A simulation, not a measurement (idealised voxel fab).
process module | voxel ribs on slabs
cross-section cut | 180 nm wide | cells 5 nm
A cross-section is a grid of square cells, given in bands from the top down. A band is one or more rows of cells.
Each band's line starts with the height of the band's top and of its bottom, in nm. Then come its materials from left to right, each with its width in nm. One material with "throughout" fills the band from edge to edge. "air" is empty space.
Height 0 is the level under which the wafer as received is all one material. The lowest band goes on downwards, as in "0 down".
A width such as "30 to 40" changes by the same amount from each row of cells to the next, from the band's top row to its bottom row.
"no change" after a step means that no cell of the cross-section changed.
closed voids: empty space of 8 cells or more with no open way to the top, each as width x height at its distance from the left edge, in nm
after a step's settings: what the simulator itself notes on the step
overlay nm, on a step with a mask: how far to the right of its planned place the mask lay; to the left if negative
plan
1 op RECEIVE | material Si
2 op DIRECTIONAL_DEP | material SiO2 | thk nm 30
3 op DIRECTIONAL_DEP | material SiN | thk nm 25
4 op DIRECTIONAL_DEP | material aC | thk nm 15
5 op PATTERN | tone cover | mask id RIB | material resist | width nm 25 | thk nm 35 | overlay nm 0
6 op DIRECTIONAL_ETCH | etch materials aC | depth nm 15
7 op STRIP | etch materials resist
8 op DIRECTIONAL_ETCH | etch materials SiN | depth nm 5
9 op STRIP | etch materials aC
10 op PATTERN | tone cover | mask id SLAB | material resist | width nm 65 | thk nm 15 | overlay nm 0
11 op DIRECTIONAL_ETCH | etch materials SiN | depth nm 20
12 op STRIP | etch materials resist
13 op FILL_DEP | material SiO2 | thk nm 25
14 op CMP | height nm 75
15 op DIRECTIONAL_DEP | material TiN | thk nm 10
16 op MASKED_ETCH | tone cover | mask id HEATER | width nm 35 | etch materials TiN | depth nm 10 | overlay nm 0
17 op CONFORMAL_DEP | material SiN | thk nm 10
as received, after step 1
  0 down: Si throughout
  closed voids: none
a wafer at the end: this start, this plan, one mistake
  95 to 85: air 60 | SiN 55 | air 65
  85 to 75: SiN 70 | TiN 35 | SiN 75
  75 to 55: SiO2 throughout
  55 to 50: SiO2 75 | SiN 25 | SiO2 80
  50 to 30: SiO2 50 | SiN 75 | SiO2 55
  30 to 0: SiO2 throughout
  0 down: Si throughout
  closed voids: none
what went wrong: step 10 ran as: op PATTERN | tone cover | mask id SLAB | material resist | width nm 75 | thk nm 15 | overlay nm 0
